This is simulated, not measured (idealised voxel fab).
process module | voxel wiring stack
cross-section cut | 300 nm wide | cells 5 nm
A cross-section is a grid of square cells, given in bands from the top down. A band is one or more rows of cells.
Each band's line starts with the height of the band's top and of its bottom, in nm. Then come its materials from left to right, each with its width in nm. One material with "throughout" fills the band from edge to edge. "air" is empty space.
Height 0 is the level under which the wafer as received is all one material. The lowest band goes on downwards, as in "0 down".
A width such as "30 to 40" changes by the same amount from each row of cells to the next, from the band's top row to its bottom row.
"no change" after a step means that no cell of the cross-section changed.
closed voids: empty space of 8 cells or more with no open way to the top, each as width x height at its distance from the left edge, in nm
after a step's settings: what the simulator itself notes on the step
overlay nm, on a step with a mask: how far to the right of its planned place the mask lay; to the left if negative
plan
1 op RECEIVE | material Si
2 op CONFORMAL_DEP | material SiO2 | thk nm 15
3 op DIRECTIONAL_DEP | material TiN | thk nm 5
4 op DIRECTIONAL_DEP | material Ru | thk nm 25
5 op PATTERN | tone cover | mask id METAL_1 | material resist | width nm 30 | pitch nm 45 | thk nm 20 | overlay nm 0
6 op DIRECTIONAL_ETCH | etch materials Ru | depth nm 25
7 op DIRECTIONAL_ETCH | etch materials TiN | depth nm 5
8 op STRIP | etch materials resist
9 op CONFORMAL_DEP | material SiN | thk nm 5
10 op FILL_DEP | material lowk | thk nm 10
11 op CMP | height nm 45
12 op CONFORMAL_DEP | material SiCN | thk nm 5
13 op DIRECTIONAL_DEP | material lowk | thk nm 30
14 op MASKED_ETCH | tone open | mask id METAL_2_HOLES | width nm 15 | pitch nm 45 | etch materials lowk | depth nm 30 | overlay nm 0
15 op MASKED_ETCH | tone open | mask id METAL_2 | width nm 30 | pitch nm 45 | etch materials lowk | depth nm 15 | overlay nm 0
16 op MASKED_ETCH | tone open | mask id METAL_2 | width nm 30 | pitch nm 45 | etch materials SiCN | depth nm 5 | overlay nm 0
17 op CONFORMAL_DEP | material TiN | thk nm 5
18 op FILL_DEP | material Cu | thk nm 10
19 op CMP | height nm 80
20 op CONFORMAL_DEP | material SiCN | thk nm 5
21 op DIRECTIONAL_DEP | material SiO2 | thk nm 30
22 op PATTERN | tone open | mask id METAL_3 | material resist | width nm 30 | pitch nm 45 | thk nm 20 | overlay nm 0
23 op DIRECTIONAL_ETCH | etch materials SiO2 | depth nm 15
24 op STRIP | etch materials resist
25 op MASKED_ETCH | tone open | mask id METAL_3_HOLES | width nm 15 | pitch nm 45 | etch materials SiO2 | depth nm 15 | overlay nm 0
26 op MASKED_ETCH | tone open | mask id METAL_3_HOLES | width nm 15 | pitch nm 45 | etch materials SiCN | depth nm 5 | overlay nm 0
27 op CONFORMAL_DEP | material TiN | thk nm 5
28 op FILL_DEP | material Cu | thk nm 10
29 op CMP | height nm 115
30 op CONFORMAL_DEP | material SiN | thk nm 5
first wafer, as planned
as received, after step 1
  0 down: Si throughout
  closed voids: none
after step 2
  15 to 0: SiO2 throughout
  below 0: unchanged
after step 3
  20 to 15: TiN throughout
  below 15: unchanged
after step 4
  45 to 20: Ru throughout
  below 20: unchanged
after step 5
  65 to 45: air 65 | resist 30 | air 15 | resist 30 | air 15 | resist 30 | air 15 | resist 30 | air 70
  below 45: unchanged
after step 6
  65 to 45: air 65 | resist 30 | air 15 | resist 30 | air 15 | resist 30 | air 15 | resist 30 | air 70
  45 to 20: air 65 | Ru 30 | air 15 | Ru 30 | air 15 | Ru 30 | air 15 | Ru 30 | air 70
  below 20: unchanged
after step 7
  65 to 45: air 65 | resist 30 | air 15 | resist 30 | air 15 | resist 30 | air 15 | resist 30 | air 70
  45 to 20: air 65 | Ru 30 | air 15 | Ru 30 | air 15 | Ru 30 | air 15 | Ru 30 | air 70
  20 to 15: air 65 | TiN 30 | air 15 | TiN 30 | air 15 | TiN 30 | air 15 | TiN 30 | air 70
  below 15: unchanged
after step 8
  45 to 20: air 65 | Ru 30 | air 15 | Ru 30 | air 15 | Ru 30 | air 15 | Ru 30 | air 70
  below 20: unchanged
after step 9
  50 to 45: air 60 | SiN 40 | air 5 | SiN 40 | air 5 | SiN 40 | air 5 | SiN 40 | air 65
  45 to 20: air 60 | SiN 5 | Ru 30 | SiN 5 | air 5 | SiN 5 | Ru 30 | SiN 5 | air 5 | SiN 5 | Ru 30 | SiN 5 | air 5 | SiN 5 | Ru 30 | SiN 5 | air 65
  20 to 15: SiN 65 | TiN 30 | SiN 15 | TiN 30 | SiN 15 | TiN 30 | SiN 15 | TiN 30 | SiN 70
  below 15: unchanged
after step 10
  60 to 50: lowk throughout
  50 to 45: lowk 60 | SiN 40 | lowk 5 | SiN 40 | lowk 5 | SiN 40 | lowk 5 | SiN 40 | lowk 65
  45 to 20: lowk 60 | SiN 5 | Ru 30 | SiN 5 | lowk 5 | SiN 5 | Ru 30 | SiN 5 | lowk 5 | SiN 5 | Ru 30 | SiN 5 | lowk 5 | SiN 5 | Ru 30 | SiN 5 | lowk 65
  below 20: unchanged
after step 11
  45 to 20: lowk 60 | SiN 5 | Ru 30 | SiN 5 | lowk 5 | SiN 5 | Ru 30 | SiN 5 | lowk 5 | SiN 5 | Ru 30 | SiN 5 | lowk 5 | SiN 5 | Ru 30 | SiN 5 | lowk 65
  below 20: unchanged
after step 12
  50 to 45: SiCN throughout
  below 45: unchanged
after step 13
  80 to 50: lowk throughout
  below 50: unchanged
after step 14
  80 to 50: lowk 65 | air 15 | lowk 30 | air 15 | lowk 30 | air 15 | lowk 30 | air 15 | lowk 85
  below 50: unchanged
after step 15
  80 to 65: lowk 65 | air 30 | lowk 15 | air 30 | lowk 15 | air 30 | lowk 15 | air 30 | lowk 70
  below 65: unchanged
after step 16
  80 to 65: lowk 65 | air 30 | lowk 15 | air 30 | lowk 15 | air 30 | lowk 15 | air 30 | lowk 70
  65 to 50: lowk 65 | air 15 | lowk 30 | air 15 | lowk 30 | air 15 | lowk 30 | air 15 | lowk 85
  50 to 45: SiCN 65 | air 15 | SiCN 30 | air 15 | SiCN 30 | air 15 | SiCN 30 | air 15 | SiCN 85
  below 45: unchanged
after step 17
  85 to 80: TiN 70 | air 20 | TiN 25 | air 20 | TiN 25 | air 20 | TiN 25 | air 20 | TiN 75
  80 to 70: lowk 65 | TiN 5 | air 20 | TiN 5 | lowk 15 | TiN 5 | air 20 | TiN 5 | lowk 15 | TiN 5 | air 20 | TiN 5 | lowk 15 | TiN 5 | air 20 | TiN 5 | lowk 70
  70 to 65: lowk 65 | TiN 5 | air 5 | TiN 20 | lowk 15 | TiN 5 | air 5 | TiN 20 | lowk 15 | TiN 5 | air 5 | TiN 20 | lowk 15 | TiN 5 | air 5 | TiN 20 | lowk 70
  65 to 50: lowk 65 | TiN 5 | air 5 | TiN 5 | lowk 30 | TiN 5 | air 5 | TiN 5 | lowk 30 | TiN 5 | air 5 | TiN 5 | lowk 30 | TiN 5 | air 5 | TiN 5 | lowk 85
  50 to 45: SiCN 65 | TiN 15 | SiCN 30 | TiN 15 | SiCN 30 | TiN 15 | SiCN 30 | TiN 15 | SiCN 85
  below 45: unchanged
after step 18
  95 to 85: Cu throughout
  85 to 80: TiN 70 | Cu 20 | TiN 25 | Cu 20 | TiN 25 | Cu 20 | TiN 25 | Cu 20 | TiN 75
  80 to 70: lowk 65 | TiN 5 | Cu 20 | TiN 5 | lowk 15 | TiN 5 | Cu 20 | TiN 5 | lowk 15 | TiN 5 | Cu 20 | TiN 5 | lowk 15 | TiN 5 | Cu 20 | TiN 5 | lowk 70
  70 to 65: lowk 65 | TiN 5 | Cu 5 | TiN 20 | lowk 15 | TiN 5 | Cu 5 | TiN 20 | lowk 15 | TiN 5 | Cu 5 | TiN 20 | lowk 15 | TiN 5 | Cu 5 | TiN 20 | lowk 70
  65 to 50: lowk 65 | TiN 5 | Cu 5 | TiN 5 | lowk 30 | TiN 5 | Cu 5 | TiN 5 | lowk 30 | TiN 5 | Cu 5 | TiN 5 | lowk 30 | TiN 5 | Cu 5 | TiN 5 | lowk 85
  below 50: unchanged
after step 19
  80 to 70: lowk 65 | TiN 5 | Cu 20 | TiN 5 | lowk 15 | TiN 5 | Cu 20 | TiN 5 | lowk 15 | TiN 5 | Cu 20 | TiN 5 | lowk 15 | TiN 5 | Cu 20 | TiN 5 | lowk 70
  below 70: unchanged
after step 20
  85 to 80: SiCN throughout
  below 80: unchanged
after step 21
  115 to 85: SiO2 throughout
  below 85: unchanged
after step 22
  135 to 115: resist 65 | air 30 | resist 15 | air 30 | resist 15 | air 30 | resist 15 | air 30 | resist 70
  below 115: unchanged
after step 23
  135 to 115: resist 65 | air 30 | resist 15 | air 30 | resist 15 | air 30 | resist 15 | air 30 | resist 70
  115 to 100: SiO2 65 | air 30 | SiO2 15 | air 30 | SiO2 15 | air 30 | SiO2 15 | air 30 | SiO2 70
  below 100: unchanged
after step 24
  115 to 100: SiO2 65 | air 30 | SiO2 15 | air 30 | SiO2 15 | air 30 | SiO2 15 | air 30 | SiO2 70
  below 100: unchanged
after step 25
  115 to 100: SiO2 65 | air 30 | SiO2 15 | air 30 | SiO2 15 | air 30 | SiO2 15 | air 30 | SiO2 70
  100 to 85: SiO2 65 | air 15 | SiO2 30 | air 15 | SiO2 30 | air 15 | SiO2 30 | air 15 | SiO2 85
  below 85: unchanged
after step 26
  115 to 100: SiO2 65 | air 30 | SiO2 15 | air 30 | SiO2 15 | air 30 | SiO2 15 | air 30 | SiO2 70
  100 to 85: SiO2 65 | air 15 | SiO2 30 | air 15 | SiO2 30 | air 15 | SiO2 30 | air 15 | SiO2 85
  85 to 80: SiCN 65 | air 15 | SiCN 30 | air 15 | SiCN 30 | air 15 | SiCN 30 | air 15 | SiCN 85
  below 80: unchanged
after step 27
  120 to 115: TiN 70 | air 20 | TiN 25 | air 20 | TiN 25 | air 20 | TiN 25 | air 20 | TiN 75
  115 to 105: SiO2 65 | TiN 5 | air 20 | TiN 5 | SiO2 15 | TiN 5 | air 20 | TiN 5 | SiO2 15 | TiN 5 | air 20 | TiN 5 | SiO2 15 | TiN 5 | air 20 | TiN 5 | SiO2 70
  105 to 100: SiO2 65 | TiN 5 | air 5 | TiN 20 | SiO2 15 | TiN 5 | air 5 | TiN 20 | SiO2 15 | TiN 5 | air 5 | TiN 20 | SiO2 15 | TiN 5 | air 5 | TiN 20 | SiO2 70
  100 to 85: SiO2 65 | TiN 5 | air 5 | TiN 5 | SiO2 30 | TiN 5 | air 5 | TiN 5 | SiO2 30 | TiN 5 | air 5 | TiN 5 | SiO2 30 | TiN 5 | air 5 | TiN 5 | SiO2 85
  85 to 80: SiCN 65 | TiN 15 | SiCN 30 | TiN 15 | SiCN 30 | TiN 15 | SiCN 30 | TiN 15 | SiCN 85
  below 80: unchanged
after step 28
  130 to 120: Cu throughout
  120 to 115: TiN 70 | Cu 20 | TiN 25 | Cu 20 | TiN 25 | Cu 20 | TiN 25 | Cu 20 | TiN 75
  115 to 105: SiO2 65 | TiN 5 | Cu 20 | TiN 5 | SiO2 15 | TiN 5 | Cu 20 | TiN 5 | SiO2 15 | TiN 5 | Cu 20 | TiN 5 | SiO2 15 | TiN 5 | Cu 20 | TiN 5 | SiO2 70
  105 to 100: SiO2 65 | TiN 5 | Cu 5 | TiN 20 | SiO2 15 | TiN 5 | Cu 5 | TiN 20 | SiO2 15 | TiN 5 | Cu 5 | TiN 20 | SiO2 15 | TiN 5 | Cu 5 | TiN 20 | SiO2 70
  100 to 85: SiO2 65 | TiN 5 | Cu 5 | TiN 5 | SiO2 30 | TiN 5 | Cu 5 | TiN 5 | SiO2 30 | TiN 5 | Cu 5 | TiN 5 | SiO2 30 | TiN 5 | Cu 5 | TiN 5 | SiO2 85
  below 85: unchanged
after step 29
  115 to 105: SiO2 65 | TiN 5 | Cu 20 | TiN 5 | SiO2 15 | TiN 5 | Cu 20 | TiN 5 | SiO2 15 | TiN 5 | Cu 20 | TiN 5 | SiO2 15 | TiN 5 | Cu 20 | TiN 5 | SiO2 70
  below 105: unchanged
after step 30
  120 to 115: SiN throughout
  below 115: unchanged
second wafer: like start, like plan, one mistake. Through step 24 it matches the first wafer
when step 25 should have ended
  100 to 85: SiO2 80 | air 15 | SiO2 30 | air 15 | SiO2 30 | air 15 | SiO2 30 | air 15 | SiO2 70
  below 85: unchanged
when step 26 should have ended: no change
when step 27 should have ended
  105 to 100: TiN 85 | air 5 | TiN 40 | air 5 | TiN 40 | air 5 | TiN 40 | air 5 | TiN 75
  100 to 90: SiO2 80 | TiN 5 | air 5 | TiN 5 | SiO2 30 | TiN 5 | air 5 | TiN 5 | SiO2 30 | TiN 5 | air 5 | TiN 5 | SiO2 30 | TiN 5 | air 5 | TiN 5 | SiO2 70
  90 to 85: SiO2 80 | TiN 15 | SiO2 30 | TiN 15 | SiO2 30 | TiN 15 | SiO2 30 | TiN 15 | SiO2 70
  below 85: unchanged
when step 28 should have ended
  115 to 105: Cu throughout
  105 to 100: TiN 85 | Cu 5 | TiN 40 | Cu 5 | TiN 40 | Cu 5 | TiN 40 | Cu 5 | TiN 75
  100 to 90: SiO2 80 | TiN 5 | Cu 5 | TiN 5 | SiO2 30 | TiN 5 | Cu 5 | TiN 5 | SiO2 30 | TiN 5 | Cu 5 | TiN 5 | SiO2 30 | TiN 5 | Cu 5 | TiN 5 | SiO2 70
  below 90: unchanged
when step 29 should have ended: no change
when step 30 should have ended
  120 to 115: SiN throughout
  below 115: unchanged
what went wrong: step 25 ran as: op MASKED_ETCH | tone cover | mask id METAL_3_HOLES | width nm 15 | pitch nm 45 | etch materials SiO2 | depth nm 15 | overlay nm 0
at the end the second wafer has, in cells: 84 more of Cu | 12 more of SiCN | 108 fewer of SiO2 | 12 more of TiN
